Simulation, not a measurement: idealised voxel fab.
Process module, titled voxel air gaps
Each square cell in cross-section cut measures 5 nm, and the section as a whole is 265 nm wide.
This document writes a cross-section as a grid whose cells are square, and gives it as bands, listed from the top down; one or more rows of cells form a band. Each band's line starts with the height of the band's top and of its bottom, in nm. Then come its materials from left to right, each with its width in nm. One material with "all across" fills the band from edge to edge. "empty" is empty space. All heights in this document are referenced to 0, defined as the level beneath which the wafer, as received, consists entirely of one material. The lowest band is not bounded below; it extends indefinitely downward and is written in the form "0 -> down". Read "30->40" as a graded width: first number on top, second number at the bottom, same change between each pair of neighbouring rows. "same as before", as given for a step, is the statement that not any cell of the cross-section underwent a change during that step. So "Tabulated closed voids" is basically the list of trapped voids: any empty space of 8 cells or more that can't reach the top through an opening. They're written width x height at distance, the distance being from the left edge, and it's all nm. If you see something after the settings on a step's line, that's the simulator's own remark about that step. overlay nm: right-of-plan distance of the mask on a masked step; negative values mean left-of-plan.
Steps planned for the process
1 RECEIVE, material Si
2 CONFORMAL_DEP, material SiO2, thk nm 15
3 CONFORMAL_DEP, material SiN, thk nm 5
4 DIRECTIONAL_DEP, material SiO2, thk nm 40
5 DIRECTIONAL_DEP, material aC, thk nm 15
6 PATTERN, tone open, mask id LINES, material resist, width nm 15, pitch nm 40, thk nm 35, overlay nm 0
7 DIRECTIONAL_ETCH, etch materials aC, depth nm 15
8 STRIP, etch materials resist
9 DIRECTIONAL_ETCH, etch materials SiO2, depth nm 40
10 STRIP, etch materials aC
11 CONFORMAL_DEP, material TiN, thk nm 5
12 FILL_DEP, material W, thk nm 10
13 CMP, height nm 60
14 EPI, material Ru, thk nm 10
15 SELECTIVE_ETCH, etch materials SiO2, depth nm 50
16 CONFORMAL_DEP, material SiN, thk nm 5
Quick note for whoever runs this: the wafers start identical, but the width nm at step 6 isn't the same across them. The plan just shows what the first wafer had.
As received, i.e. after step 1: cross-section through the first of several wafers
0 -> down = Si all across
Tabulated closed voids: none
first wafer at the end, after step 16
75 -> 70 = empty (70) | SiN (125) | empty (70)
70 -> 60 = empty (70) | SiN (5) | Ru (35) | SiN (5) | Ru (35) | SiN (5) | Ru (35) | SiN (5) | empty (70)
60 -> 55 = empty (70) | SiN (15) | TiN (5) | W (5) | TiN (5) | SiN (25) | TiN (5) | W (5) | TiN (5) | SiN (25) | TiN (5) | W (5) | TiN (5) | SiN (15) | empty (70)
55 -> 25 = empty (80) | SiN (5) | TiN (5) | W (5) | TiN (5) | SiN (5) | empty (15) | SiN (5) | TiN (5) | W (5) | TiN (5) | SiN (5) | empty (15) | SiN (5) | TiN (5) | W (5) | TiN (5) | SiN (5) | empty (80)
25 -> 20 = SiN (85) | TiN (15) | SiN (25) | TiN (15) | SiN (25) | TiN (15) | SiN (85)
20 -> 15 = SiN all across
15 -> 0 = SiO2 all across
0 -> down = Si all across
Tabulated closed voids: 15 x 30 at 105; 15 x 30 at 145
Cross-section at module completion, last wafer
75 -> 70 = empty (65) | SiN (135) | empty (65)
70 -> 60 = empty (65) | SiN (5) | Ru (125) | SiN (5) | empty (65)
60 -> 55 = empty (65) | SiN (15) | TiN (5) | W (15) | TiN (5) | SiO2 (15) | TiN (5) | W (15) | TiN (5) | SiO2 (15) | TiN (5) | W (15) | TiN (5) | SiN (15) | empty (65)
55 -> 25 = empty (75) | SiN (5) | TiN (5) | W (15) | TiN (5) | SiO2 (15) | TiN (5) | W (15) | TiN (5) | SiO2 (15) | TiN (5) | W (15) | TiN (5) | SiN (5) | empty (75)
25 -> 20 = SiN (80) | TiN (25) | SiO2 (15) | TiN (25) | SiO2 (15) | TiN (25) | SiN (80)
20 -> 15 = SiN all across
15 -> 0 = SiO2 all across
0 -> down = Si all across
Tabulated closed voids: none
Heads up, this table goes wafer by wafer. A row tells you, at the end of the module, how many cells of each material that wafer has put on (+) or dropped (-) since it was received, and then its closed voids
width nm 15 | +42 Ru | +182 SiN | +159 SiO2 | +51 TiN | +21 W | Tabulated closed voids: 15 x 30 at 105; 15 x 30 at 145
width nm 20 | +48 Ru | +134 SiN | +223 SiO2 | +54 TiN | +42 W | Tabulated closed voids: none
width nm 25 | +50 Ru | +134 SiN | +207 SiO2 | +57 TiN | +63 W | Tabulated closed voids: none
